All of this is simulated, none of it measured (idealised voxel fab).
A process module follows: voxel wiring stack.
Square cell edge 5 nm, section width 220 nm, ID cut.
Each cross-section below is a grid of square cells, stated as bands in top-down order, with one or more rows of cells making up each band. First you get the band's top height and its bottom height, in nm, and then the materials it's made of, left to right, with each width in nm. If you see a single material with "edge to edge", that one covers the band edge to edge. "blank" is empty space. Heights are reckoned from 0. Under this level, the received wafer is all of one material. The bottommost band is open-ended downward, for example "0 down". A width given as "30->40" starts at the first number in the band's top row and ends at the second number in its bottom row, shifting by an equal amount at every step from row to row. "left unchanged" after a step means that no cell of the cross-section changed. This entry, "closed voids", enumerates those empty regions of no fewer than 8 cells that possess no open connection to the top. Each region is reported in the form width x height at distance, the distance being taken from the left edge, with all three quantities expressed in nm. Note: text after step settings on the step line = simulator remark on that step. When a step includes a mask, the "overlay nm" setting on its line states how far to the right of its planned place that mask lay, and negative values state how far to the left.

Planned step list for the process:
1. RECEIVE | material Si
2. CONFORMAL_DEP | material SiO2 | thk nm 15
3. CONFORMAL_DEP | material SiN | thk nm 5
4. DIRECTIONAL_DEP | material SiO2 | thk nm 25
5. PATTERN | tone open | mask id METAL_1 | material resist | width nm 25 | pitch nm 50 | thk nm 20 | overlay nm 0
6. DIRECTIONAL_ETCH | etch materials SiO2 | depth nm 25
7. DIRECTIONAL_ETCH | etch materials SiN | depth nm 5
8. STRIP | etch materials resist
9. CONFORMAL_DEP | material TiN | thk nm 5
10. FILL_DEP | material W | thk nm 5
11. CMP | height nm 45
12. CONFORMAL_DEP | material SiCN | thk nm 5
13. DIRECTIONAL_DEP | material SiO2 | thk nm 10
14. PATTERN | tone open | mask id PLUG_1 | material resist | width nm 15 | pitch nm 50 | thk nm 20 | overlay nm 0
15. DIRECTIONAL_ETCH | etch materials SiO2 | depth nm 10
16. DIRECTIONAL_ETCH | etch materials SiCN | depth nm 5
17. STRIP | etch materials resist
18. EPI | material Ru | thk nm 10
19. EPI | material Ru | thk nm 5
20. DIRECTIONAL_DEP | material TiN | thk nm 5
21. DIRECTIONAL_DEP | material Ru | thk nm 25
22. PATTERN | tone cover | mask id METAL_2 | material resist | width nm 25 | pitch nm 50 | thk nm 15 | overlay nm 0
23. DIRECTIONAL_ETCH | etch materials Ru | depth nm 25
24. DIRECTIONAL_ETCH | etch materials TiN | depth nm 5
25. STRIP | etch materials resist
26. FILL_DEP | material SiO2 | thk nm 10
27. CMP | height nm 90
28. CONFORMAL_DEP | material SiN | thk nm 5

So this is the incoming wafer in cross-section - it's already been through step 1:
- 0 down: Si edge to edge
- closed voids: none

Figure: cross-sectional view of the wafer upon completion of the module, processed from the initial state and according to the plan depicted above, with one error introduced during execution:
- 95 to 90: SiN edge to edge
- 90 to 65: SiO2=65, then Ru=25, then SiO2=25, then Ru=25, then SiO2=80
- 65 to 60: SiO2=65, then TiN=25, then SiO2=25, then TiN=25, then SiO2=80
- 60 to 50: SiO2=70, then Ru=15, then SiO2=35, then Ru=15, then SiO2=85
- 50 to 45: SiCN=70, then Ru=15, then SiCN=35, then Ru=15, then SiCN=85
- 45 to 20: SiO2=70, then TiN=5, then W=15, then TiN=5, then SiO2=25, then TiN=5, then W=15, then TiN=5, then SiO2=75
- 20 to 15: SiN=70, then TiN=25, then SiN=25, then TiN=25, then SiN=75
- 15 to 0: SiO2 edge to edge
- 0 down: Si edge to edge
- closed voids: none
Where did the run depart from the plan? step 22 did not use the planned setting and instead ran as PATTERN | tone cover | mask id METAL_2 | material resist | width nm 25 | pitch nm 50 | thk nm 15 | overlay nm -5
